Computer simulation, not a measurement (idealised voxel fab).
Process module, titled voxel trench capacitor
Square cells of 5 nm make up the cross-section cut, whose width is 200 nm.
Format of a cross-section: grid, square cells. Given as bands. Order: top down. Band: one or more rows of cells. This entry defines a band. It first specifies the height of the band's top and the height of its bottom in nm, and then specifies the band's materials from left to right, stating each material with its width in nm. The word "everywhere" identifies a single material that fills the band from edge to edge, while the word "blank" identifies empty space. Height reference: 0 = level under which incoming wafer is all one material. Lowest band: no bottom, runs on downward, e.g. "0 nm and below". Read "30..40" as a graded width: first number on top, second number at the bottom, same change between each pair of neighbouring rows. Basically "nothing different" means that step didn't change any cell in the cross-section. Voids not open to the top, 8 cells minimum: see "Voids, sealed". Written width x height at distance; distance is from the left edge; nm. On each step's line, the part that comes after the settings is the simulator's own comment on the step. Regarding "overlay nm": on a step with a mask, it is the distance the mask lay to the right of its planned place; a negative value places it to the left.

### List of planned process steps
- 1: RECEIVE [material Si]
- 2: CONFORMAL_DEP [material SiN] [thk nm 5]
- 3: DIRECTIONAL_DEP [material aC] [thk nm 15]
- 4: PATTERN [tone open] [mask id TRENCH] [material resist] [width nm 25] [pitch nm 40] [thk nm 35] [overlay nm 0]
- 5: DIRECTIONAL_ETCH [etch materials aC] [depth nm 15]
- 6: STRIP [etch materials resist]
- 7: DIRECTIONAL_ETCH [etch materials SiN] [depth nm 5]
- 8: DIRECTIONAL_ETCH [etch materials Si] [depth nm 35]
- 9: STRIP [etch materials aC]
- 10: CONFORMAL_DEP [material Al2O3] [thk nm 5]
- 11: FILL_DEP [material polySi] [thk nm 5]
- 12: CMP [height nm 5]
Heads up: all these wafers start the same, and what changes between them is the thk nm in step 10. The value you see in the plan is just what the first wafer got.

### The first of several wafers, as received after step 1, seen in section
  0 nm and below = Si everywhere
  Voids, sealed: none

### The first of several wafers, seen in cross-section after the module's last step, step 12
  5 nm to 0 nm = SiN (45), then Al2O3 (5), then polySi (15), then Al2O3 (5), then SiN (15), then Al2O3 (5), then polySi (15), then Al2O3 (5), then SiN (15), then Al2O3 (5), then polySi (15), then Al2O3 (5), then SiN (50)
  0 nm to -30 nm = Si (45), then Al2O3 (5), then polySi (15), then Al2O3 (5), then Si (15), then Al2O3 (5), then polySi (15), then Al2O3 (5), then Si (15), then Al2O3 (5), then polySi (15), then Al2O3 (5), then Si (50)
  -30 nm to -35 nm = Si (45), then Al2O3 (25), then Si (15), then Al2O3 (25), then Si (15), then Al2O3 (25), then Si (50)
  -35 nm and below = Si everywhere
  Voids, sealed: none

### Cross-sectional view of the final wafer of several at the module's end
  5 nm to 0 nm = SiN (45), then Al2O3 (25), then SiN (15), then Al2O3 (25), then SiN (15), then Al2O3 (25), then SiN (50)
  0 nm to -35 nm = Si (45), then Al2O3 (25), then Si (15), then Al2O3 (25), then Si (15), then Al2O3 (25), then Si (50)
  -35 nm and below = Si everywhere
  Voids, sealed: none

### Per wafer, end of module: cells gained (+) or lost (-) per material since receipt, then closed voids
thk nm 5, +57 Al2O3, -105 Si, +25 SiN, +63 polySi, Voids, sealed: none
thk nm 10, +102 Al2O3, -105 Si, +25 SiN, +18 polySi, Voids, sealed: none
thk nm 15, +120 Al2O3, -105 Si, +25 SiN, Voids, sealed: none
thk nm 20, +120 Al2O3, -105 Si, +25 SiN, Voids, sealed: none
